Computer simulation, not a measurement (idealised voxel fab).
process module | voxel wiring stack
cross-section cut | 255 nm wide | cells 5 nm
A cross-section is a grid of square cells, given in bands from the top down. A band is one or more rows of cells.
Each band's line starts with the height of the band's top and of its bottom, in nm. Then come its materials from left to right, each with its width in nm. One material with "throughout" fills the band from edge to edge. "air" is empty space.
Height 0 is the level under which the wafer as received is all one material. The lowest band goes on downwards, as in "0 down".
A width such as "30 to 40" changes by the same amount from each row of cells to the next, from the band's top row to its bottom row.
"no change" after a step means that no cell of the cross-section changed.
closed voids: empty space of 8 cells or more with no open way to the top, each as width x height at its distance from the left edge, in nm
after a step's settings: what the simulator itself notes on the step
overlay nm, on a step with a mask: how far to the right of its planned place the mask lay; to the left if negative
plan
1 op RECEIVE | material Si
2 op CONFORMAL_DEP | material SiO2 | thk nm 10
3 op CONFORMAL_DEP | material SiCN | thk nm 5
4 op DIRECTIONAL_DEP | material SiO2 | thk nm 20
5 op MASKED_ETCH | tone open | mask id METAL_1 | width nm 25 | pitch nm 55 | etch materials SiO2 | depth nm 20 | overlay nm 0
6 op MASKED_ETCH | tone open | mask id METAL_1 | width nm 25 | pitch nm 55 | etch materials SiCN | depth nm 5 | overlay nm 0
7 op CONFORMAL_DEP | material TiN | thk nm 5
8 op FILL_DEP | material W | thk nm 5
9 op CMP | height nm 35
10 op EPI | material Ru | thk nm 5
11 op FILL_DEP | material SiCN | thk nm 5
12 op DIRECTIONAL_DEP | material lowk | thk nm 25
13 op DIRECTIONAL_DEP | material aC | thk nm 10
14 op PATTERN | tone open | mask id METAL_2_HOLES | material resist | width nm 15 | pitch nm 55 | thk nm 30 | overlay nm 0
15 op DIRECTIONAL_ETCH | etch materials aC | depth nm 10
16 op STRIP | etch materials resist
17 op DIRECTIONAL_ETCH | etch materials lowk | depth nm 25
18 op STRIP | etch materials aC
19 op PATTERN | tone open | mask id METAL_2 | material resist | width nm 25 | pitch nm 55 | thk nm 20 | overlay nm 0
20 op DIRECTIONAL_ETCH | etch materials lowk | depth nm 15
21 op DIRECTIONAL_ETCH | etch materials SiCN | depth nm 5
22 op STRIP | etch materials resist
23 op CONFORMAL_DEP | material TiN | thk nm 5
24 op FILL_DEP | material Ru | thk nm 10
25 op CMP | height nm 70
26 op CONFORMAL_DEP | material SiCN | thk nm 5
27 op DIRECTIONAL_DEP | material lowk | thk nm 25
28 op DIRECTIONAL_DEP | material aC | thk nm 15
29 op PATTERN | tone open | mask id METAL_3 | material resist | width nm 25 | pitch nm 55 | thk nm 30 | overlay nm 0
30 op DIRECTIONAL_ETCH | etch materials aC | depth nm 15
31 op STRIP | etch materials resist
32 op DIRECTIONAL_ETCH | etch materials lowk | depth nm 15
33 op STRIP | etch materials aC
34 op PATTERN | tone open | mask id METAL_3_HOLES | material resist | width nm 15 | pitch nm 55 | thk nm 20 | overlay nm 0
35 op DIRECTIONAL_ETCH | etch materials lowk | depth nm 10
36 op DIRECTIONAL_ETCH | etch materials SiCN | depth nm 5
37 op STRIP | etch materials resist
38 op CONFORMAL_DEP | material TiN | thk nm 5
39 op FILL_DEP | material Cu | thk nm 10
40 op CMP | height nm 100
41 op CONFORMAL_DEP | material SiN | thk nm 5
as received, after step 1
  0 down: Si throughout
  closed voids: none
a wafer at the end: this start, this plan, one mistake
  105 to 100: SiN throughout
  100 to 90: lowk 60 | TiN 5 | Cu 15 | TiN 5 | lowk 30 | TiN 5 | Cu 15 | TiN 5 | lowk 30 | TiN 5 | Cu 15 | TiN 5 | lowk 60
  90 to 85: lowk 60 | TiN 5 | Cu 5 | TiN 15 | lowk 30 | TiN 5 | Cu 5 | TiN 15 | lowk 30 | TiN 5 | Cu 5 | TiN 15 | lowk 60
  85 to 75: lowk 60 | TiN 5 | Cu 5 | TiN 5 | lowk 40 | TiN 5 | Cu 5 | TiN 5 | lowk 40 | TiN 5 | Cu 5 | TiN 5 | lowk 70
  75 to 70: SiCN 60 | TiN 15 | SiCN 40 | TiN 15 | SiCN 40 | TiN 15 | SiCN 70
  70 to 60: lowk 60 | TiN 5 | Ru 15 | TiN 5 | lowk 30 | TiN 5 | Ru 15 | TiN 5 | lowk 30 | TiN 5 | Ru 15 | TiN 5 | lowk 60
  60 to 55: lowk 60 | TiN 5 | Ru 5 | TiN 15 | lowk 30 | TiN 5 | Ru 5 | TiN 15 | lowk 30 | TiN 5 | Ru 5 | TiN 15 | lowk 60
  55 to 45: lowk 60 | TiN 5 | Ru 5 | TiN 5 | lowk 40 | TiN 5 | Ru 5 | TiN 5 | lowk 40 | TiN 5 | Ru 5 | TiN 5 | lowk 70
  45 to 40: SiCN 60 | TiN 15 | SiCN 40 | TiN 15 | SiCN 40 | TiN 15 | SiCN 70
  40 to 35: SiCN 55 | Ru 35 | SiCN 20 | Ru 35 | SiCN 20 | Ru 35 | SiCN 55
  35 to 15: SiO2 60 | Ru 5 | W 15 | Ru 5 | SiO2 30 | Ru 5 | W 15 | Ru 5 | SiO2 30 | Ru 5 | W 15 | Ru 5 | SiO2 60
  15 to 10: SiCN 60 | Ru 25 | SiCN 30 | Ru 25 | SiCN 30 | Ru 25 | SiCN 60
  10 to 0: SiO2 throughout
  0 down: Si throughout
  closed voids: none
what went wrong: step 7 ran as: op CONFORMAL_DEP | material Ru | thk nm 5
